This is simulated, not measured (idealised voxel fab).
process module | voxel ribs on slabs
cross-section cut | 175 nm wide | cells 5 nm
A cross-section is a grid of square cells, given in bands from the top down. A band is one or more rows of cells.
Each band's line starts with the height of the band's top and of its bottom, in nm. Then come its materials from left to right, each with its width in nm. One material with "throughout" fills the band from edge to edge. "air" is empty space.
Height 0 is the level under which the wafer as received is all one material. The lowest band goes on downwards, as in "0 down".
A width such as "30 to 40" changes by the same amount from each row of cells to the next, from the band's top row to its bottom row.
"no change" after a step means that no cell of the cross-section changed.
closed voids: empty space of 8 cells or more with no open way to the top, each as width x height at its distance from the left edge, in nm
after a step's settings: what the simulator itself notes on the step
overlay nm, on a step with a mask: how far to the right of its planned place the mask lay; to the left if negative
plan
1 op RECEIVE | material Si
2 op DIRECTIONAL_DEP | material SiO2 | thk nm 20
3 op DIRECTIONAL_DEP | material SiN | thk nm 15
4 op MASKED_ETCH | tone cover | mask id RIB | width nm 25 | etch materials SiN | depth nm 5 | overlay nm 0
5 op MASKED_ETCH | tone cover | mask id SLAB | width nm 55 | etch materials SiN | depth nm 10 | overlay nm 0
6 op FILL_DEP | material SiO2 | thk nm 15
7 op CMP | height nm 45
8 op DIRECTIONAL_DEP | material W | thk nm 10
9 op PATTERN | tone cover | mask id HEATER | material resist | width nm 35 | thk nm 15 | overlay nm 0
10 op DIRECTIONAL_ETCH | etch materials W | depth nm 10
11 op STRIP | etch materials resist
12 op CONFORMAL_DEP | material SiN | thk nm 10
first wafer, as planned
as received, after step 1
  0 down: Si throughout
  closed voids: none
after step 2
  20 to 0: SiO2 throughout
  below 0: unchanged
after step 3
  35 to 20: SiN throughout
  below 20: unchanged
after step 4
  35 to 30: air 75 | SiN 25 | air 75
  below 30: unchanged
after step 5
  35 to 30: air 75 | SiN 25 | air 75
  30 to 20: air 60 | SiN 55 | air 60
  below 20: unchanged
after step 6
  50 to 35: SiO2 throughout
  35 to 30: SiO2 75 | SiN 25 | SiO2 75
  30 to 20: SiO2 60 | SiN 55 | SiO2 60
  below 20: unchanged
after step 7
  45 to 35: SiO2 throughout
  below 35: unchanged
after step 8
  55 to 45: W throughout
  below 45: unchanged
after step 9
  70 to 55: air 70 | resist 35 | air 70
  below 55: unchanged
after step 10
  70 to 55: air 70 | resist 35 | air 70
  55 to 45: air 70 | W 35 | air 70
  below 45: unchanged
after step 11
  55 to 45: air 70 | W 35 | air 70
  below 45: unchanged
after step 12
  65 to 55: air 60 | SiN 55 | air 60
  55 to 45: SiN 70 | W 35 | SiN 70
  below 45: unchanged
second wafer: like start, like plan, one mistake. Through step 4 it matches the first wafer
when step 5 should have ended
  30 to 25: SiN 60 | air 55 | SiN 60
  25 to 20: SiN 60 | air 15 | SiN 25 | air 15 | SiN 60
  below 20: unchanged
when step 6 should have ended
  45 to 30: SiO2 throughout
  30 to 25: SiN 60 | SiO2 55 | SiN 60
  25 to 20: SiN 60 | SiO2 15 | SiN 25 | SiO2 15 | SiN 60
  below 20: unchanged
when step 7 should have ended: no change
when step 8 should have ended
  55 to 45: W throughout
  below 45: unchanged
when step 9 should have ended
  70 to 55: air 70 | resist 35 | air 70
  below 55: unchanged
when step 10 should have ended
  70 to 55: air 70 | resist 35 | air 70
  55 to 45: air 70 | W 35 | air 70
  below 45: unchanged
when step 11 should have ended
  55 to 45: air 70 | W 35 | air 70
  below 45: unchanged
when step 12 should have ended
  65 to 55: air 60 | SiN 55 | air 60
  55 to 45: SiN 70 | W 35 | SiN 70
  below 45: unchanged
what went wrong: step 5 ran as: op MASKED_ETCH | tone open | mask id SLAB | width nm 55 | etch materials SiN | depth nm 10 | overlay nm 0
at the end the second wafer has, in cells: 26 more of SiN | 26 fewer of SiO2
